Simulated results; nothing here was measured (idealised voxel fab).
You're looking at the process module voxel quadruple lines.
Square cell edge 5 nm, section width 300 nm, ID cut.
Reading order for cross-sections: top band down to bottom band. Underlying form: a grid of square cells. Band size: one or more rows of cells. Read a band's entry like this: the first values are the height of its top and the height of its bottom in nm, and what follows is the sequence of materials from left to right, each with its width in nm. Note that "air" is empty space, and that a single material marked "full width" reaches across the band from edge to edge. Height datum 0, below which the as-received substrate wafer is one material. Lowest band open at the bottom, running downward: "0 down". Per-row width for "30..40": begins at first number (top row of band), ends at second number (bottom row), increment between rows held constant. Take "everything unchanged" at face value: in the step it is given for, the cross-section changed in none of its cells. Basically, "Unvented voids" tells you about the enclosed voids: empty spaces with no open way to the top, 8 cells or bigger, each written width x height at distance, where distance is from the left edge, all in nm. It should be noted that, on the line of a given step, the content following the step's settings is a remark produced by the simulator itself with respect to that step. A step line may carry the setting "overlay nm", which, for steps involving a mask, states the distance by which the mask lay to the right of its intended position; negative values denote displacement to the left. Everything after this point is organized in pairs: a cross-section before one process step, a cross-section after it that shows only as deep as the lowest changed band, and, under the pair, the intervening step with its settings. Because different runs of this module on the same starting wafer can supply different pairs, a pair continues from the pair above it only if its entry headed "Pre-step" says so.
Pre-step
    0 down = Si full width
    Unvented voids: none
Post-Step Geometry
    5 to 0 = Al2O3 full width
    Anything lower than 0 is untouched.
    Unvented voids: none
Operation between the pre and post cross-sections above: CONFORMAL_DEP: material Al2O3, thk nm 5
Pre-step: The initial state for this step is given by the after cross-section of the immediately preceding pair.
Post-Step Geometry
    20 to 5 = W full width
    Anything lower than 5 is untouched.
    Unvented voids: none
Operation between the pre and post cross-sections above: DIRECTIONAL_DEP: material W, thk nm 15
Pre-step: The initial state for this step is given by the after cross-section of the immediately preceding pair.
Post-Step Geometry
    40 to 20 = polySi full width
    Anything lower than 20 is untouched.
    Unvented voids: none
Operation between the pre and post cross-sections above: DIRECTIONAL_DEP: material polySi, thk nm 20
Pre-step: The initial state for this step is given by the after cross-section of the immediately preceding pair.
Post-Step Geometry
    65 to 40 = aC full width
    Anything lower than 40 is untouched.
    Unvented voids: none
Operation between the pre and post cross-sections above: DIRECTIONAL_DEP: material aC, thk nm 25
Pre-step: The initial state for this step is given by the after cross-section of the immediately preceding pair.
Post-Step Geometry
    100 to 65 = air 95, then resist 25, then air 55, then resist 25, then air 100
    Anything lower than 65 is untouched.
    Unvented voids: none
Operation between the pre and post cross-sections above: PATTERN: tone cover, mask id MANDREL, material resist, width nm 25, pitch nm 80, thk nm 35, overlay nm 0
Pre-step: The initial state for this step is given by the after cross-section of the immediately preceding pair.
Post-Step Geometry
    75 to 65 = air 95, then resist 25, then air 55, then resist 25, then air 100
    65 to 40 = air 95, then aC 25, then air 55, then aC 25, then air 100
    Anything lower than 40 is untouched.
    Unvented voids: none
Operation between the pre and post cross-sections above: DIRECTIONAL_ETCH: etch materials aC, depth nm 25
Pre-step: The initial state for this step is given by the after cross-section of the immediately preceding pair.
Post-Step Geometry
    65 to 40 = air 95, then aC 25, then air 55, then aC 25, then air 100
    Anything lower than 40 is untouched.
    Unvented voids: none
Operation between the pre and post cross-sections above: STRIP: etch materials resist
Pre-step: The initial state for this step is given by the after cross-section of the immediately preceding pair.
Post-Step Geometry
    80 to 65 = air 80, then SiO2 55, then air 25, then SiO2 55, then air 85
    65 to 55 = air 80, then SiO2 15, then aC 25, then SiO2 15, then air 25, then SiO2 15, then aC 25, then SiO2 15, then air 85
    55 to 40 = SiO2 95, then aC 25, then SiO2 55, then aC 25, then SiO2 100
    Anything lower than 40 is untouched.
    Unvented voids: none
Operation between the pre and post cross-sections above: CONFORMAL_DEP: material SiO2, thk nm 15
Pre-step: The initial state for this step is given by the after cross-section of the immediately preceding pair.
Post-Step Geometry
    65 to 40 = air 80, then SiO2 15, then aC 25, then SiO2 15, then air 25, then SiO2 15, then aC 25, then SiO2 15, then air 85
    Anything lower than 40 is untouched.
    Unvented voids: none
Operation between the pre and post cross-sections above: DIRECTIONAL_ETCH: etch materials SiO2, depth nm 15
Pre-step: The initial state for this step is given by the after cross-section of the immediately preceding pair.
Post-Step Geometry
    65 to 40 = air 80, then SiO2 15, then air 25, then SiO2 15, then air 25, then SiO2 15, then air 25, then SiO2 15, then air 85
    Anything lower than 40 is untouched.
    Unvented voids: none
Operation between the pre and post cross-sections above: STRIP: etch materials aC
Pre-step: The initial state for this step is given by the after cross-section of the immediately preceding pair.
Post-Step Geometry
    65 to 40 = air 80, then SiO2 15, then air 25, then SiO2 15, then air 25, then SiO2 15, then air 25, then SiO2 15, then air 85
    40 to 20 = air 80, then polySi 15, then air 25, then polySi 15, then air 25, then polySi 15, then air 25, then polySi 15, then air 85
    Anything lower than 20 is untouched.
    Unvented voids: none
Operation between the pre and post cross-sections above: DIRECTIONAL_ETCH: etch materials polySi, depth nm 20
Pre-step: The initial state for this step is given by the after cross-section of the immediately preceding pair.
Post-Step Geometry
    40 to 20 = air 80, then polySi 15, then air 25, then polySi 15, then air 25, then polySi 15, then air 25, then polySi 15, then air 85
    Anything lower than 20 is untouched.
    Unvented voids: none
Operation between the pre and post cross-sections above: STRIP: etch materials SiO2
Pre-step: The initial state for this step is given by the after cross-section of the immediately preceding pair.
Post-Step Geometry
    45 to 40 = air 75, then SiCN 25, then air 15, then SiCN 25, then air 15, then SiCN 25, then air 15, then SiCN 25, then air 80
    40 to 25 = air 75, then SiCN 5, then polySi 15, then SiCN 5, then air 15, then SiCN 5, then polySi 15, then SiCN 5, then air 15, then SiCN 5, then polySi 15, then SiCN 5, then air 15, then SiCN 5, then polySi 15, then SiCN 5, then air 80
    25 to 20 = SiCN 80, then polySi 15, then SiCN 25, then polySi 15, then SiCN 25, then polySi 15, then SiCN 25, then polySi 15, then SiCN 85
    Anything lower than 20 is untouched.
    Unvented voids: none
Operation between the pre and post cross-sections above: CONFORMAL_DEP: material SiCN, thk nm 5
Pre-step: The initial state for this step is given by the after cross-section of the immediately preceding pair.
Post-Step Geometry
    40 to 20 = air 75, then SiCN 5, then polySi 15, then SiCN 5, then air 15, then SiCN 5, then polySi 15, then SiCN 5, then air 15, then SiCN 5, then polySi 15, then SiCN 5, then air 15, then SiCN 5, then polySi 15, then SiCN 5, then air 80
    Anything lower than 20 is untouched.
    Unvented voids: none
Operation between the pre and post cross-sections above: DIRECTIONAL_ETCH: etch materials SiCN, depth nm 5
Pre-step: The initial state for this step is given by the after cross-section of the immediately preceding pair.
Post-Step Geometry
    40 to 20 = air 75, then SiCN 5, then air 15, then SiCN 5, then air 15, then SiCN 5, then air 15, then SiCN 5, then air 15, then SiCN 5, then air 15, then SiCN 5, then air 15, then SiCN 5, then air 15, then SiCN 5, then air 80
    Anything lower than 20 is untouched.
    Unvented voids: none
Operation between the pre and post cross-sections above: STRIP: etch materials polySi
Pre-step: The initial state for this step is given by the after cross-section of the immediately preceding pair.
Post-Step Geometry
    40 to 20 = air 75, then SiCN 5, then air 15, then SiCN 5, then air 15, then SiCN 5, then air 15, then SiCN 5, then air 15, then SiCN 5, then air 15, then SiCN 5, then air 15, then SiCN 5, then air 15, then SiCN 5, then air 80
    20 to 5 = air 75, then W 5, then air 15, then W 5, then air 15, then W 5, then air 15, then W 5, then air 15, then W 5, then air 15, then W 5, then air 15, then W 5, then air 15, then W 5, then air 80
    Anything lower than 5 is untouched.
    Unvented voids: none
Operation between the pre and post cross-sections above: DIRECTIONAL_ETCH: etch materials W, depth nm 15
Pre-step: The initial state for this step is given by the after cross-section of the immediately preceding pair.
Post-Step Geometry
    20 to 5 = air 75, then W 5, then air 15, then W 5, then air 15, then W 5, then air 15, then W 5, then air 15, then W 5, then air 15, then W 5, then air 15, then W 5, then air 15, then W 5, then air 80
    Anything lower than 5 is untouched.
    Unvented voids: none
Operation between the pre and post cross-sections above: STRIP: etch materials SiCN
Pre-step: The initial state for this step is given by the after cross-section of the immediately preceding pair.
Post-Step Geometry
    30 to 20 = SiO2 full width
    20 to 5 = SiO2 75, then W 5, then SiO2 15, then W 5, then SiO2 15, then W 5, then SiO2 15, then W 5, then SiO2 15, then W 5, then SiO2 15, then W 5, then SiO2 15, then W 5, then SiO2 15, then W 5, then SiO2 80
    Anything lower than 5 is untouched.
    Unvented voids: none
Operation between the pre and post cross-sections above: FILL_DEP: material SiO2, thk nm 10
Pre-step: The initial state for this step is given by the after cross-section of the immediately preceding pair.
Post-Step Geometry
    20 to 5 = SiO2 75, then W 5, then SiO2 15, then W 5, then SiO2 15, then W 5, then SiO2 15, then W 5, then SiO2 15, then W 5, then SiO2 15, then W 5, then SiO2 15, then W 5, then SiO2 15, then W 5, then SiO2 80
    Anything lower than 5 is untouched.
    Unvented voids: none
Operation between the pre and post cross-sections above: CMP: height nm 20
Pre-step
    0 down = Si full width
    Unvented voids: none
Post-Step Geometry
    15 to 0 = W full width
    Anything lower than 0 is untouched.
    Unvented voids: none
Operation between the pre and post cross-sections above: DIRECTIONAL_DEP: material W, thk nm 15
Pre-step: The initial state for this step is given by the after cross-section of the immediately preceding pair.
Post-Step Geometry
    35 to 15 = polySi full width
    Anything lower than 15 is untouched.
    Unvented voids: none
Operation between the pre and post cross-sections above: DIRECTIONAL_DEP: material polySi, thk nm 20
Pre-step: The initial state for this step is given by the after cross-section of the immediately preceding pair.
Post-Step Geometry
    60 to 35 = aC full width
    Anything lower than 35 is untouched.
    Unvented voids: none
Operation between the pre and post cross-sections above: DIRECTIONAL_DEP: material aC, thk nm 25
Pre-step: The initial state for this step is given by the after cross-section of the immediately preceding pair.
Post-Step Geometry
    95 to 60 = air 95, then resist 25, then air 55, then resist 25, then air 100
    Anything lower than 60 is untouched.
    Unvented voids: none
Operation between the pre and post cross-sections above: PATTERN: tone cover, mask id MANDREL, material resist, width nm 25, pitch nm 80, thk nm 35, overlay nm 0
Pre-step: The initial state for this step is given by the after cross-section of the immediately preceding pair.
Post-Step Geometry
    70 to 60 = air 95, then resist 25, then air 55, then resist 25, then air 100
    60 to 35 = air 95, then aC 25, then air 55, then aC 25, then air 100
    Anything lower than 35 is untouched.
    Unvented voids: none
Operation between the pre and post cross-sections above: DIRECTIONAL_ETCH: etch materials aC, depth nm 25
Pre-step: The initial state for this step is given by the after cross-section of the immediately preceding pair.
Post-Step Geometry
    60 to 35 = air 95, then aC 25, then air 55, then aC 25, then air 100
    Anything lower than 35 is untouched.
    Unvented voids: none
Operation between the pre and post cross-sections above: STRIP: etch materials resist
Pre-step: The initial state for this step is given by the after cross-section of the immediately preceding pair.
Post-Step Geometry
    75 to 60 = air 80, then SiO2 55, then air 25, then SiO2 55, then air 85
    60 to 50 = air 80, then SiO2 15, then aC 25, then SiO2 15, then air 25, then SiO2 15, then aC 25, then SiO2 15, then air 85
    50 to 35 = SiO2 95, then aC 25, then SiO2 55, then aC 25, then SiO2 100
    Anything lower than 35 is untouched.
    Unvented voids: none
Operation between the pre and post cross-sections above: CONFORMAL_DEP: material SiO2, thk nm 15
Pre-step: The initial state for this step is given by the after cross-section of the immediately preceding pair.
Post-Step Geometry
    60 to 35 = air 80, then SiO2 15, then aC 25, then SiO2 15, then air 25, then SiO2 15, then aC 25, then SiO2 15, then air 85
    Anything lower than 35 is untouched.
    Unvented voids: none
Operation between the pre and post cross-sections above: DIRECTIONAL_ETCH: etch materials SiO2, depth nm 15
Pre-step: The initial state for this step is given by the after cross-section of the immediately preceding pair.
Post-Step Geometry
    60 to 35 = air 80, then SiO2 15, then air 25, then SiO2 15, then air 25, then SiO2 15, then air 25, then SiO2 15, then air 85
    Anything lower than 35 is untouched.
    Unvented voids: none
Operation between the pre and post cross-sections above: STRIP: etch materials aC
Pre-step: The initial state for this step is given by the after cross-section of the immediately preceding pair.
Post-Step Geometry
    60 to 35 = air 80, then SiO2 15, then air 25, then SiO2 15, then air 25, then SiO2 15, then air 25, then SiO2 15, then air 85
    35 to 15 = air 80, then polySi 15, then air 25, then polySi 15, then air 25, then polySi 15, then air 25, then polySi 15, then air 85
    Anything lower than 15 is untouched.
    Unvented voids: none
Operation between the pre and post cross-sections above: DIRECTIONAL_ETCH: etch materials polySi, depth nm 20
Pre-step: The initial state for this step is given by the after cross-section of the immediately preceding pair.
Post-Step Geometry
    35 to 15 = air 80, then polySi 15, then air 25, then polySi 15, then air 25, then polySi 15, then air 25, then polySi 15, then air 85
    Anything lower than 15 is untouched.
    Unvented voids: none
Operation between the pre and post cross-sections above: STRIP: etch materials SiO2
Pre-step: The initial state for this step is given by the after cross-section of the immediately preceding pair.
Post-Step Geometry
    40 to 35 = air 75, then SiCN 25, then air 15, then SiCN 25, then air 15, then SiCN 25, then air 15, then SiCN 25, then air 80
    35 to 20 = air 75, then SiCN 5, then polySi 15, then SiCN 5, then air 15, then SiCN 5, then polySi 15, then SiCN 5, then air 15, then SiCN 5, then polySi 15, then SiCN 5, then air 15, then SiCN 5, then polySi 15, then SiCN 5, then air 80
    20 to 15 = SiCN 80, then polySi 15, then SiCN 25, then polySi 15, then SiCN 25, then polySi 15, then SiCN 25, then polySi 15, then SiCN 85
    Anything lower than 15 is untouched.
    Unvented voids: none
Operation between the pre and post cross-sections above: CONFORMAL_DEP: material SiCN, thk nm 5
Pre-step: The initial state for this step is given by the after cross-section of the immediately preceding pair.
Post-Step Geometry
    35 to 15 = air 75, then SiCN 5, then polySi 15, then SiCN 5, then air 15, then SiCN 5, then polySi 15, then SiCN 5, then air 15, then SiCN 5, then polySi 15, then SiCN 5, then air 15, then SiCN 5, then polySi 15, then SiCN 5, then air 80
    Anything lower than 15 is untouched.
    Unvented voids: none
Operation between the pre and post cross-sections above: DIRECTIONAL_ETCH: etch materials SiCN, depth nm 5
Pre-step: The initial state for this step is given by the after cross-section of the immediately preceding pair.
Post-Step Geometry
    35 to 15 = air 75, then SiCN 5, then air 15, then SiCN 5, then air 15, then SiCN 5, then air 15, then SiCN 5, then air 15, then SiCN 5, then air 15, then SiCN 5, then air 15, then SiCN 5, then air 15, then SiCN 5, then air 80
    Anything lower than 15 is untouched.
    Unvented voids: none
Operation between the pre and post cross-sections above: STRIP: etch materials polySi
Pre-step: The initial state for this step is given by the after cross-section of the immediately preceding pair.
Post-Step Geometry
    35 to 15 = air 75, then SiCN 5, then air 15, then SiCN 5, then air 15, then SiCN 5, then air 15, then SiCN 5, then air 15, then SiCN 5, then air 15, then SiCN 5, then air 15, then SiCN 5, then air 15, then SiCN 5, then air 80
    15 to 0 = air 75, then W 5, then air 15, then W 5, then air 15, then W 5, then air 15, then W 5, then air 15, then W 5, then air 15, then W 5, then air 15, then W 5, then air 15, then W 5, then air 80
    Anything lower than 0 is untouched.
    Unvented voids: none
Operation between the pre and post cross-sections above: DIRECTIONAL_ETCH: etch materials W, depth nm 15
Pre-step: The initial state for this step is given by the after cross-section of the immediately preceding pair.
Post-Step Geometry
    15 to 0 = air 75, then W 5, then air 15, then W 5, then air 15, then W 5, then air 15, then W 5, then air 15, then W 5, then air 15, then W 5, then air 15, then W 5, then air 15, then W 5, then air 80
    Anything lower than 0 is untouched.
    Unvented voids: none
Operation between the pre and post cross-sections above: STRIP: etch materials SiCN
Pre-step: The initial state for this step is given by the after cross-section of the immediately preceding pair.
Post-Step Geometry
    25 to 15 = SiO2 full width
    15 to 0 = SiO2 75, then W 5, then SiO2 15, then W 5, then SiO2 15, then W 5, then SiO2 15, then W 5, then SiO2 15, then W 5, then SiO2 15, then W 5, then SiO2 15, then W 5, then SiO2 15, then W 5, then SiO2 80
    Anything lower than 0 is untouched.
    Unvented voids: none
Operation between the pre and post cross-sections above: FILL_DEP: material SiO2, thk nm 10
Pre-step: The initial state for this step is given by the after cross-section of the immediately preceding pair.
Post-Step Geometry
    20 to 15 = SiO2 full width
    Anything lower than 15 is untouched.
    Unvented voids: none
Operation between the pre and post cross-sections above: CMP: height nm 20
Pre-step
    15 to 0 = W full width
    0 down = Si full width
    Unvented voids: none
Post-Step Geometry
    20 to 15 = Al2O3 full width
    Anything lower than 15 is untouched.
    Unvented voids: none
Operation between the pre and post cross-sections above: CONFORMAL_DEP: material Al2O3, thk nm 5
Pre-step: The initial state for this step is given by the after cross-section of the immediately preceding pair.
Post-Step Geometry
    40 to 20 = polySi full width
    Anything lower than 20 is untouched.
    Unvented voids: none
Operation between the pre and post cross-sections above: DIRECTIONAL_DEP: material polySi, thk nm 20
Pre-step: The initial state for this step is given by the after cross-section of the immediately preceding pair.
Post-Step Geometry
    65 to 40 = aC full width
    Anything lower than 40 is untouched.
    Unvented voids: none
Operation between the pre and post cross-sections above: DIRECTIONAL_DEP: material aC, thk nm 25
Pre-step: The initial state for this step is given by the after cross-section of the immediately preceding pair.
Post-Step Geometry
    100 to 65 = air 95, then resist 25, then air 55, then resist 25, then air 100
    Anything lower than 65 is untouched.
    Unvented voids: none
Operation between the pre and post cross-sections above: PATTERN: tone cover, mask id MANDREL, material resist, width nm 25, pitch nm 80, thk nm 35, overlay nm 0
Pre-step: The initial state for this step is given by the after cross-section of the immediately preceding pair.
Post-Step Geometry
    75 to 65 = air 95, then resist 25, then air 55, then resist 25, then air 100
    65 to 40 = air 95, then aC 25, then air 55, then aC 25, then air 100
    Anything lower than 40 is untouched.
    Unvented voids: none
Operation between the pre and post cross-sections above: DIRECTIONAL_ETCH: etch materials aC, depth nm 25
Pre-step: The initial state for this step is given by the after cross-section of the immediately preceding pair.
Post-Step Geometry
    65 to 40 = air 95, then aC 25, then air 55, then aC 25, then air 100
    Anything lower than 40 is untouched.
    Unvented voids: none
Operation between the pre and post cross-sections above: STRIP: etch materials resist
Pre-step: The initial state for this step is given by the after cross-section of the immediately preceding pair.
Post-Step Geometry
    80 to 65 = air 80, then SiO2 55, then air 25, then SiO2 55, then air 85
    65 to 55 = air 80, then SiO2 15, then aC 25, then SiO2 15, then air 25, then SiO2 15, then aC 25, then SiO2 15, then air 85
    55 to 40 = SiO2 95, then aC 25, then SiO2 55, then aC 25, then SiO2 100
    Anything lower than 40 is untouched.
    Unvented voids: none
Operation between the pre and post cross-sections above: CONFORMAL_DEP: material SiO2, thk nm 15
Pre-step: The initial state for this step is given by the after cross-section of the immediately preceding pair.
Post-Step Geometry
    65 to 40 = air 80, then SiO2 15, then aC 25, then SiO2 15, then air 25, then SiO2 15, then aC 25, then SiO2 15, then air 85
    Anything lower than 40 is untouched.
    Unvented voids: none
Operation between the pre and post cross-sections above: DIRECTIONAL_ETCH: etch materials SiO2, depth nm 15
Pre-step: The initial state for this step is given by the after cross-section of the immediately preceding pair.
Post-Step Geometry
    65 to 40 = air 80, then SiO2 15, then air 25, then SiO2 15, then air 25, then SiO2 15, then air 25, then SiO2 15, then air 85
    Anything lower than 40 is untouched.
    Unvented voids: none
Operation between the pre and post cross-sections above: STRIP: etch materials aC
Pre-step: The initial state for this step is given by the after cross-section of the immediately preceding pair.
Post-Step Geometry
    65 to 40 = air 80, then SiO2 15, then air 25, then SiO2 15, then air 25, then SiO2 15, then air 25, then SiO2 15, then air 85
    40 to 20 = air 80, then polySi 15, then air 25, then polySi 15, then air 25, then polySi 15, then air 25, then polySi 15, then air 85
    Anything lower than 20 is untouched.
    Unvented voids: none
Operation between the pre and post cross-sections above: DIRECTIONAL_ETCH: etch materials polySi, depth nm 20
Pre-step: The initial state for this step is given by the after cross-section of the immediately preceding pair.
Post-Step Geometry
    40 to 20 = air 80, then polySi 15, then air 25, then polySi 15, then air 25, then polySi 15, then air 25, then polySi 15, then air 85
    Anything lower than 20 is untouched.
    Unvented voids: none
Operation between the pre and post cross-sections above: STRIP: etch materials SiO2
Pre-step: The initial state for this step is given by the after cross-section of the immediately preceding pair.
Post-Step Geometry
    45 to 40 = air 75, then SiCN 25, then air 15, then SiCN 25, then air 15, then SiCN 25, then air 15, then SiCN 25, then air 80
    40 to 25 = air 75, then SiCN 5, then polySi 15, then SiCN 5, then air 15, then SiCN 5, then polySi 15, then SiCN 5, then air 15, then SiCN 5, then polySi 15, then SiCN 5, then air 15, then SiCN 5, then polySi 15, then SiCN 5, then air 80
    25 to 20 = SiCN 80, then polySi 15, then SiCN 25, then polySi 15, then SiCN 25, then polySi 15, then SiCN 25, then polySi 15, then SiCN 85
    Anything lower than 20 is untouched.
    Unvented voids: none
Operation between the pre and post cross-sections above: CONFORMAL_DEP: material SiCN, thk nm 5
Pre-step: The initial state for this step is given by the after cross-section of the immediately preceding pair.
Post-Step Geometry
    40 to 20 = air 75, then SiCN 5, then polySi 15, then SiCN 5, then air 15, then SiCN 5, then polySi 15, then SiCN 5, then air 15, then SiCN 5, then polySi 15, then SiCN 5, then air 15, then SiCN 5, then polySi 15, then SiCN 5, then air 80
    Anything lower than 20 is untouched.
    Unvented voids: none
Operation between the pre and post cross-sections above: DIRECTIONAL_ETCH: etch materials SiCN, depth nm 5
Pre-step: The initial state for this step is given by the after cross-section of the immediately preceding pair.
Post-Step Geometry
    40 to 20 = air 75, then SiCN 5, then air 15, then SiCN 5, then air 15, then SiCN 5, then air 15, then SiCN 5, then air 15, then SiCN 5, then air 15, then SiCN 5, then air 15, then SiCN 5, then air 15, then SiCN 5, then air 80
    Anything lower than 20 is untouched.
    Unvented voids: none
Operation between the pre and post cross-sections above: STRIP: etch materials polySi
Pre-step: The initial state for this step is given by the after cross-section of the immediately preceding pair.
Post-Step Geometry
    20 to 15 = Al2O3 full width
    Anything lower than 15 is untouched.
    Unvented voids: none
Operation between the pre and post cross-sections above: STRIP: etch materials SiCN
Pre-step: The initial state for this step is given by the after cross-section of the immediately preceding pair.
Post-Step Geometry
    30 to 20 = SiO2 full width
    Anything lower than 20 is untouched.
    Unvented voids: none
Operation between the pre and post cross-sections above: FILL_DEP: material SiO2, thk nm 10
Pre-step: The initial state for this step is given by the after cross-section of the immediately preceding pair.
Post-Step Geometry
    20 to 15 = Al2O3 full width
    Anything lower than 15 is untouched.
    Unvented voids: none
Operation between the pre and post cross-sections above: CMP: height nm 20
Pre-step
    30 to 20 = SiO2 full width
    20 to 5 = SiO2 75, then W 5, then SiO2 15, then W 5, then SiO2 15, then W 5, then SiO2 15, then W 5, then SiO2 15, then W 5, then SiO2 15, then W 5, then SiO2 15, then W 5, then SiO2 15, then W 5, then SiO2 80
    5 to 0 = Al2O3 full width
    0 down = Si full width
    Unvented voids: none
Post-Step Geometry
    15 to 5 = SiO2 75, then W 5, then SiO2 15, then W 5, then SiO2 15, then W 5, then SiO2 15, then W 5, then SiO2 15, then W 5, then SiO2 15, then W 5, then SiO2 15, then W 5, then SiO2 15, then W 5, then SiO2 80
    Anything lower than 5 is untouched.
    Unvented voids: none
Operation between the pre and post cross-sections above: CMP: height nm 15
Pre-step
    65 to 40 = aC full width
    40 to 20 = polySi full width
    20 to 5 = W full width
    5 to 0 = Al2O3 full width
    0 down = Si full width
    Unvented voids: none
Post-Step Geometry
    100 to 65 = air 100, then resist 20, then air 60, then resist 20, then air 100
    Anything lower than 65 is untouched.
    Unvented voids: none
Operation between the pre and post cross-sections above: PATTERN: tone cover, mask id MANDREL, material resist, width nm 20, pitch nm 80, thk nm 35, overlay nm 0
Pre-step: The initial state for this step is given by the after cross-section of the immediately preceding pair.
Post-Step Geometry
    75 to 65 = air 100, then resist 20, then air 60, then resist 20, then air 100
    65 to 40 = air 100, then aC 20, then air 60, then aC 20, then air 100
    Anything lower than 40 is untouched.
    Unvented voids: none
Operation between the pre and post cross-sections above: DIRECTIONAL_ETCH: etch materials aC, depth nm 25
Pre-step: The initial state for this step is given by the after cross-section of the immediately preceding pair.
Post-Step Geometry
    65 to 40 = air 100, then aC 20, then air 60, then aC 20, then air 100
    Anything lower than 40 is untouched.
    Unvented voids: none
Operation between the pre and post cross-sections above: STRIP: etch materials resist
Pre-step: The initial state for this step is given by the after cross-section of the immediately preceding pair.
Post-Step Geometry
    80 to 65 = air 85, then SiO2 50, then air 30, then SiO2 50, then air 85
    65 to 55 = air 85, then SiO2 15, then aC 20, then SiO2 15, then air 30, then SiO2 15, then aC 20, then SiO2 15, then air 85
    55 to 40 = SiO2 100, then aC 20, then SiO2 60, then aC 20, then SiO2 100
    Anything lower than 40 is untouched.
    Unvented voids: none
Operation between the pre and post cross-sections above: CONFORMAL_DEP: material SiO2, thk nm 15
Pre-step: The initial state for this step is given by the after cross-section of the immediately preceding pair.
Post-Step Geometry
    65 to 40 = air 85, then SiO2 15, then aC 20, then SiO2 15, then air 30, then SiO2 15, then aC 20, then SiO2 15, then air 85
    Anything lower than 40 is untouched.
    Unvented voids: none
Operation between the pre and post cross-sections above: DIRECTIONAL_ETCH: etch materials SiO2, depth nm 15
Pre-step: The initial state for this step is given by the after cross-section of the immediately preceding pair.
Post-Step Geometry
    65 to 40 = air 85, then SiO2 15, then air 20, then SiO2 15, then air 30, then SiO2 15, then air 20, then SiO2 15, then air 85
    Anything lower than 40 is untouched.
    Unvented voids: none
Operation between the pre and post cross-sections above: STRIP: etch materials aC
Pre-step: The initial state for this step is given by the after cross-section of the immediately preceding pair.
Post-Step Geometry
    65 to 40 = air 85, then SiO2 15, then air 20, then SiO2 15, then air 30, then SiO2 15, then air 20, then SiO2 15, then air 85
    40 to 20 = air 85, then polySi 15, then air 20, then polySi 15, then air 30, then polySi 15, then air 20, then polySi 15, then air 85
    Anything lower than 20 is untouched.
    Unvented voids: none
Operation between the pre and post cross-sections above: DIRECTIONAL_ETCH: etch materials polySi, depth nm 20
Pre-step: The initial state for this step is given by the after cross-section of the immediately preceding pair.
Post-Step Geometry
    40 to 20 = air 85, then polySi 15, then air 20, then polySi 15, then air 30, then polySi 15, then air 20, then polySi 15, then air 85
    Anything lower than 20 is untouched.
    Unvented voids: none
Operation between the pre and post cross-sections above: STRIP: etch materials SiO2
Pre-step: The initial state for this step is given by the after cross-section of the immediately preceding pair.
Post-Step Geometry
    45 to 40 = air 80, then SiCN 25, then air 10, then SiCN 25, then air 20, then SiCN 25, then air 10, then SiCN 25, then air 80
    40 to 25 = air 80, then SiCN 5, then polySi 15, then SiCN 5, then air 10, then SiCN 5, then polySi 15, then SiCN 5, then air 20, then SiCN 5, then polySi 15, then SiCN 5, then air 10, then SiCN 5, then polySi 15, then SiCN 5, then air 80
    25 to 20 = SiCN 85, then polySi 15, then SiCN 20, then polySi 15, then SiCN 30, then polySi 15, then SiCN 20, then polySi 15, then SiCN 85
    Anything lower than 20 is untouched.
    Unvented voids: none
Operation between the pre and post cross-sections above: CONFORMAL_DEP: material SiCN, thk nm 5
Pre-step: The initial state for this step is given by the after cross-section of the immediately preceding pair.
Post-Step Geometry
    40 to 20 = air 80, then SiCN 5, then polySi 15, then SiCN 5, then air 10, then SiCN 5, then polySi 15, then SiCN 5, then air 20, then SiCN 5, then polySi 15, then SiCN 5, then air 10, then SiCN 5, then polySi 15, then SiCN 5, then air 80
    Anything lower than 20 is untouched.
    Unvented voids: none
Operation between the pre and post cross-sections above: DIRECTIONAL_ETCH: etch materials SiCN, depth nm 5
Pre-step: The initial state for this step is given by the after cross-section of the immediately preceding pair.
Post-Step Geometry
    40 to 20 = air 80, then SiCN 5, then air 15, then SiCN 5, then air 10, then SiCN 5, then air 15, then SiCN 5, then air 20, then SiCN 5, then air 15, then SiCN 5, then air 10, then SiCN 5, then air 15, then SiCN 5, then air 80
    Anything lower than 20 is untouched.
    Unvented voids: none
Operation between the pre and post cross-sections above: STRIP: etch materials polySi
Pre-step: The initial state for this step is given by the after cross-section of the immediately preceding pair.
Post-Step Geometry
    40 to 20 = air 80, then SiCN 5, then air 15, then SiCN 5, then air 10, then SiCN 5, then air 15, then SiCN 5, then air 20, then SiCN 5, then air 15, then SiCN 5, then air 10, then SiCN 5, then air 15, then SiCN 5, then air 80
    20 to 5 = air 80, then W 5, then air 15, then W 5, then air 10, then W 5, then air 15, then W 5, then air 20, then W 5, then air 15, then W 5, then air 10, then W 5, then air 15, then W 5, then air 80
    Anything lower than 5 is untouched.
    Unvented voids: none
Operation between the pre and post cross-sections above: DIRECTIONAL_ETCH: etch materials W, depth nm 15
Pre-step: The initial state for this step is given by the after cross-section of the immediately preceding pair.
Post-Step Geometry
    20 to 5 = air 80, then W 5, then air 15, then W 5, then air 10, then W 5, then air 15, then W 5, then air 20, then W 5, then air 15, then W 5, then air 10, then W 5, then air 15, then W 5, then air 80
    Anything lower than 5 is untouched.
    Unvented voids: none
Operation between the pre and post cross-sections above: STRIP: etch materials SiCN
Pre-step: The initial state for this step is given by the after cross-section of the immediately preceding pair.
Post-Step Geometry
    30 to 20 = SiO2 full width
    20 to 5 = SiO2 80, then W 5, then SiO2 15, then W 5, then SiO2 10, then W 5, then SiO2 15, then W 5, then SiO2 20, then W 5, then SiO2 15, then W 5, then SiO2 10, then W 5, then SiO2 15, then W 5, then SiO2 80
    Anything lower than 5 is untouched.
    Unvented voids: none
Operation between the pre and post cross-sections above: FILL_DEP: material SiO2, thk nm 10
Pre-step: The initial state for this step is given by the after cross-section of the immediately preceding pair.
Post-Step Geometry
    20 to 5 = SiO2 80, then W 5, then SiO2 15, then W 5, then SiO2 10, then W 5, then SiO2 15, then W 5, then SiO2 20, then W 5, then SiO2 15, then W 5, then SiO2 10, then W 5, then SiO2 15, then W 5, then SiO2 80
    Anything lower than 5 is untouched.
    Unvented voids: none
Operation between the pre and post cross-sections above: CMP: height nm 20
Pre-step
    65 to 40 = aC full width
    40 to 20 = polySi full width
    20 to 5 = W full width
    5 to 0 = Al2O3 full width
    0 down = Si full width
    Unvented voids: none
Post-Step Geometry
    100 to 65 = air 85, then resist 25, then air 55, then resist 25, then air 110
    Anything lower than 65 is untouched.
    Unvented voids: none
Operation between the pre and post cross-sections above: PATTERN: tone cover, mask id MANDREL, material resist, width nm 25, pitch nm 80, thk nm 35, overlay nm -10
Pre-step: The initial state for this step is given by the after cross-section of the immediately preceding pair.
Post-Step Geometry
    75 to 65 = air 85, then resist 25, then air 55, then resist 25, then air 110
    65 to 40 = air 85, then aC 25, then air 55, then aC 25, then air 110
    Anything lower than 40 is untouched.
    Unvented voids: none
Operation between the pre and post cross-sections above: DIRECTIONAL_ETCH: etch materials aC, depth nm 25
Pre-step: The initial state for this step is given by the after cross-section of the immediately preceding pair.
Post-Step Geometry
    65 to 40 = air 85, then aC 25, then air 55, then aC 25, then air 110
    Anything lower than 40 is untouched.
    Unvented voids: none
Operation between the pre and post cross-sections above: STRIP: etch materials resist
